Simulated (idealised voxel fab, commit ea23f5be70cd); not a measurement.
The process module presented herein is designated voxel released beams.
Section cut is 165 nm wide and gridded with 5 nm square cells.
A cross-section is a grid of square cells, given in bands from the top down. A band is one or more rows of cells. Each band's line starts with the height of the band's top and of its bottom, in nm. Then come its materials from left to right, each with its width in nm. One material with "throughout" fills the band from edge to edge. "air" is empty space. Height datum 0, below which the as-received substrate wafer is one material. Lowest band open at the bottom, running downward: "0 down". The width entry "30 to 40" should be interpreted row by row: the top row of cells in the band takes the first number, the bottom row takes the second number, and the change between adjacent rows is uniform throughout. "no alterations made" means the step left every cell of the cross-section as it was. Entry "Sealed void list" = empty spaces >= 8 cells with no open way to the top; each as width x height at distance, distance from left edge, all nm. Note: text after step settings on the step line = simulator remark on that step. overlay nm: where the mask lay relative to plan, measured to the right, on steps with a mask; negatives go left.

[These are the steps we planned for the process]
1. RECEIVE (material Si)
2. CONFORMAL_DEP (material SiN; thk nm 10)
3. DIRECTIONAL_DEP (material SiO2; thk nm 20)
4. PATTERN (tone open; mask id ANCHOR; material resist; width nm 30; thk nm 20; overlay nm 0)
5. DIRECTIONAL_ETCH (etch materials SiO2; depth nm 20)
6. STRIP (etch materials resist)
7. CONFORMAL_DEP (material TiN; thk nm 10)
8. MASKED_ETCH (tone cover; mask id BEAM; width nm 115; etch materials TiN; depth nm 10; overlay nm 0)
9. STRIP (etch materials SiO2)

[Cross-section of the wafer upon arrival, representing the state reached after step 1]
0 down  Si throughout
Sealed void list: none

[End-of-module XS, first of two wafers, run as planned]
40 to 30  air 20 nm, then TiN 15 nm, then air 10 nm, then TiN 90 nm, then air 30 nm
30 to 20  air 25 nm, then TiN 10 nm, then air 10 nm, then TiN 10 nm, then air 110 nm
20 to 10  air 25 nm, then TiN 30 nm, then air 110 nm
10 to 0  SiN throughout
0 down  Si throughout
Sealed void list: none

[Cross-section, wafer two of two, end of module: same start and plan as wafer one, one error in execution]
30 to 20  air 20 nm, then TiN 15 nm, then air 10 nm, then TiN 90 nm, then air 30 nm
20 to 10  air 25 nm, then TiN 10 nm, then air 10 nm, then TiN 10 nm, then air 110 nm
10 to 0  air 25 nm, then TiN 30 nm, then air 110 nm
0 down  Si throughout
Sealed void list: none
So what did we get wrong on this run? step 2 of the plan got skipped, so it never ran
Materials where the second wafer ends with more or fewer cells than the first: 66 fewer of SiN
